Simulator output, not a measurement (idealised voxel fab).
You're looking at the process module voxel self aligned contacts.
The cross-section shown here is cut; it is 200 nm wide and divided into square cells measuring 5 nm on a side.
A cross-section is a grid of square cells, given in bands from the top down. A band is one or more rows of cells. Band: top and bottom heights (nm) first, top before bottom; then materials from left to right, widths in nm. "everywhere" marks a sole material filling the band edge to edge. "air" denotes empty space. We count height from 0. Below that, the starting wafer is all one material. The lowest band never ends at the bottom but goes on down; see "from 0 down" for how that is written. Width: "30 to 40" (first number = top row, second number = bottom row, same change from row to row of cells). Take "no change occurred" at face value: in the step it is given for, the cross-section changed in none of its cells. Under "Completely sealed voids" you'll find the enclosed gaps, the ones with no way out to the top, that are 8 cells or bigger; each reads width x height at distance, with distance counted from the left edge, everything in nm. Note: text after step settings on the step line = simulator remark on that step. Regarding "overlay nm": on a step with a mask, it is the distance the mask lay to the right of its planned place; a negative value places it to the left.
## Steps in the process plan
step 1: RECEIVE (material Si)
step 2: OXIDIZE (depth nm 5)
step 3: DIRECTIONAL_DEP (material polySi; thk nm 30)
step 4: DIRECTIONAL_DEP (material SiN; thk nm 20)
step 5: MASKED_ETCH (tone cover; mask id GATE; width nm 30; pitch nm 65; etch materials SiN; depth nm 20; overlay nm 0)
step 6: MASKED_ETCH (tone cover; mask id GATE; width nm 30; pitch nm 65; etch materials polySi; depth nm 30; overlay nm 0)
step 7: CONFORMAL_DEP (material SiN; thk nm 10)
step 8: DIRECTIONAL_ETCH (etch materials SiN; depth nm 10)
step 9: FILL_DEP (material SiO2; thk nm 20)
step 10: CMP (height nm 60)
step 11: PATTERN (tone open; mask id CONTACT; material resist; width nm 45; thk nm 20; overlay nm 0)
step 12: DIRECTIONAL_ETCH (etch materials SiO2; depth nm 65)
step 13: STRIP (etch materials resist)
step 14: CONFORMAL_DEP (material TiN; thk nm 5)
step 15: FILL_DEP (material W; thk nm 10)
step 16: CMP (height nm 60)
step 17: CONFORMAL_DEP (material SiN; thk nm 5)
## First of the two wafers, run per plan
## Received-state cross-section, reflecting completion of step 1
from 0 down | Si everywhere
Completely sealed voids: none
## Step 2 done - wafer cross-section
from 0 to -5 | SiO2 everywhere
Below -5, no change.
## Step 3 done - wafer cross-section
from 30 to 0 | polySi everywhere
Below 0, no change.
## Step 4 done - wafer cross-section
from 50 to 30 | SiN everywhere
Below 30, no change.
## Step 5 done - wafer cross-section
from 50 to 30 | air 50 nm / SiN 30 nm / air 35 nm / SiN 30 nm / air 55 nm
Below 30, no change.
## Step 6 done - wafer cross-section
from 50 to 30 | air 50 nm / SiN 30 nm / air 35 nm / SiN 30 nm / air 55 nm
from 30 to 0 | air 50 nm / polySi 30 nm / air 35 nm / polySi 30 nm / air 55 nm
Below 0, no change.
## Step 7 done - wafer cross-section
from 60 to 30 | air 40 nm / SiN 50 nm / air 15 nm / SiN 50 nm / air 45 nm
from 30 to 10 | air 40 nm / SiN 10 nm / polySi 30 nm / SiN 10 nm / air 15 nm / SiN 10 nm / polySi 30 nm / SiN 10 nm / air 45 nm
from 10 to 0 | SiN 50 nm / polySi 30 nm / SiN 35 nm / polySi 30 nm / SiN 55 nm
Below 0, no change.
## Step 8 done - wafer cross-section
from 50 to 30 | air 40 nm / SiN 50 nm / air 15 nm / SiN 50 nm / air 45 nm
from 30 to 0 | air 40 nm / SiN 10 nm / polySi 30 nm / SiN 10 nm / air 15 nm / SiN 10 nm / polySi 30 nm / SiN 10 nm / air 45 nm
Below 0, no change.
## Step 9 done - wafer cross-section
from 70 to 50 | SiO2 everywhere
from 50 to 30 | SiO2 40 nm / SiN 50 nm / SiO2 15 nm / SiN 50 nm / SiO2 45 nm
from 30 to 0 | SiO2 40 nm / SiN 10 nm / polySi 30 nm / SiN 10 nm / SiO2 15 nm / SiN 10 nm / polySi 30 nm / SiN 10 nm / SiO2 45 nm
Below 0, no change.
## Step 10 done - wafer cross-section
from 60 to 50 | SiO2 everywhere
Below 50, no change.
## Step 11 done - wafer cross-section
from 80 to 60 | resist 75 nm / air 45 nm / resist 80 nm
Below 60, no change.
## Step 12 done - wafer cross-section
from 80 to 60 | resist 75 nm / air 45 nm / resist 80 nm
from 60 to 50 | SiO2 75 nm / air 45 nm / SiO2 80 nm
from 50 to 30 | SiO2 40 nm / SiN 50 nm / air 15 nm / SiN 50 nm / SiO2 45 nm
from 30 to 0 | SiO2 40 nm / SiN 10 nm / polySi 30 nm / SiN 10 nm / air 15 nm / SiN 10 nm / polySi 30 nm / SiN 10 nm / SiO2 45 nm
from 0 to -5 | SiO2 90 nm / air 15 nm / SiO2 95 nm
Below -5, no change.
## Step 13 done - wafer cross-section
from 60 to 50 | SiO2 75 nm / air 45 nm / SiO2 80 nm
Below 50, no change.
## Step 14 done - wafer cross-section
from 65 to 60 | TiN 80 nm / air 35 nm / TiN 85 nm
from 60 to 50 | SiO2 75 nm / TiN 5 to 20 nm / air 35 to 5 nm / TiN 5 to 20 nm / SiO2 80 nm
from 50 to 30 | SiO2 40 nm / SiN 50 nm / TiN 5 nm / air 5 nm / TiN 5 nm / SiN 50 nm / SiO2 45 nm
from 30 to 0 | SiO2 40 nm / SiN 10 nm / polySi 30 nm / SiN 10 nm / TiN 5 nm / air 5 nm / TiN 5 nm / SiN 10 nm / polySi 30 nm / SiN 10 nm / SiO2 45 nm
from 0 to -5 | SiO2 90 nm / TiN 15 nm / SiO2 95 nm
Below -5, no change.
## Step 15 done - wafer cross-section
from 75 to 65 | W everywhere
from 65 to 60 | TiN 80 nm / W 35 nm / TiN 85 nm
from 60 to 50 | SiO2 75 nm / TiN 5 to 20 nm / W 35 to 5 nm / TiN 5 to 20 nm / SiO2 80 nm
from 50 to 30 | SiO2 40 nm / SiN 50 nm / TiN 5 nm / W 5 nm / TiN 5 nm / SiN 50 nm / SiO2 45 nm
from 30 to 0 | SiO2 40 nm / SiN 10 nm / polySi 30 nm / SiN 10 nm / TiN 5 nm / W 5 nm / TiN 5 nm / SiN 10 nm / polySi 30 nm / SiN 10 nm / SiO2 45 nm
Below 0, no change.
## Step 16 done - wafer cross-section
from 60 to 50 | SiO2 75 nm / TiN 5 to 20 nm / W 35 to 5 nm / TiN 5 to 20 nm / SiO2 80 nm
Below 50, no change.
## Step 17 done - wafer cross-section
from 65 to 60 | SiN everywhere
Below 60, no change.
## Okay, second wafer. Nothing different at the start, nothing different in the plan, just one mistake somewhere in the running. As far as step 1, counting that step, it's the first wafer all over again
## The second wafer in cross-section, at the planned close of step 2
from 30 to 0 | polySi everywhere
Below 0, no change.
## The second wafer in cross-section, at the planned close of step 3
from 30 to 25 | SiO2 everywhere
Below 25, no change.
## The second wafer in cross-section, at the planned close of step 4
from 50 to 30 | SiN everywhere
Below 30, no change.
## The second wafer in cross-section, at the planned close of step 5
from 50 to 30 | air 50 nm / SiN 30 nm / air 35 nm / SiN 30 nm / air 55 nm
Below 30, no change.
The second wafer in cross-section, at the planned close of step 6: no change occurred
## The second wafer in cross-section, at the planned close of step 7
from 60 to 40 | air 40 nm / SiN 50 nm / air 15 nm / SiN 50 nm / air 45 nm
from 40 to 30 | SiN everywhere
Below 30, no change.
## The second wafer in cross-section, at the planned close of step 8
from 50 to 30 | air 40 nm / SiN 50 nm / air 15 nm / SiN 50 nm / air 45 nm
Below 30, no change.
## The second wafer in cross-section, at the planned close of step 9
from 70 to 50 | SiO2 everywhere
from 50 to 30 | SiO2 40 nm / SiN 50 nm / SiO2 15 nm / SiN 50 nm / SiO2 45 nm
Below 30, no change.
## The second wafer in cross-section, at the planned close of step 10
from 60 to 50 | SiO2 everywhere
Below 50, no change.
## The second wafer in cross-section, at the planned close of step 11
from 80 to 60 | resist 75 nm / air 45 nm / resist 80 nm
Below 60, no change.
## The second wafer in cross-section, at the planned close of step 12
from 80 to 60 | resist 75 nm / air 45 nm / resist 80 nm
from 60 to 50 | SiO2 75 nm / air 45 nm / SiO2 80 nm
from 50 to 30 | SiO2 40 nm / SiN 50 nm / air 15 nm / SiN 50 nm / SiO2 45 nm
from 30 to 25 | SiO2 90 nm / air 15 nm / SiO2 95 nm
Below 25, no change.
## The second wafer in cross-section, at the planned close of step 13
from 60 to 50 | SiO2 75 nm / air 45 nm / SiO2 80 nm
Below 50, no change.
## The second wafer in cross-section, at the planned close of step 14
from 65 to 60 | TiN 80 nm / air 35 nm / TiN 85 nm
from 60 to 50 | SiO2 75 nm / TiN 5 to 20 nm / air 35 to 5 nm / TiN 5 to 20 nm / SiO2 80 nm
from 50 to 30 | SiO2 40 nm / SiN 50 nm / TiN 5 nm / air 5 nm / TiN 5 nm / SiN 50 nm / SiO2 45 nm
from 30 to 25 | SiO2 90 nm / TiN 15 nm / SiO2 95 nm
Below 25, no change.
## The second wafer in cross-section, at the planned close of step 15
from 75 to 65 | W everywhere
from 65 to 60 | TiN 80 nm / W 35 nm / TiN 85 nm
from 60 to 50 | SiO2 75 nm / TiN 5 to 20 nm / W 35 to 5 nm / TiN 5 to 20 nm / SiO2 80 nm
from 50 to 30 | SiO2 40 nm / SiN 50 nm / TiN 5 nm / W 5 nm / TiN 5 nm / SiN 50 nm / SiO2 45 nm
Below 30, no change.
## The second wafer in cross-section, at the planned close of step 16
from 60 to 50 | SiO2 75 nm / TiN 5 to 20 nm / W 35 to 5 nm / TiN 5 to 20 nm / SiO2 80 nm
Below 50, no change.
## The second wafer in cross-section, at the planned close of step 17
from 65 to 60 | SiN everywhere
Below 60, no change.
Processing error: note: step 2 <-> step 3, run order reversed vs plan
Heads up, by the end the second wafer has more or fewer cells of some materials compared to the first: Si +40 | SiN -48 | SiO2 -102 | TiN -12 | W -6 | polySi +128
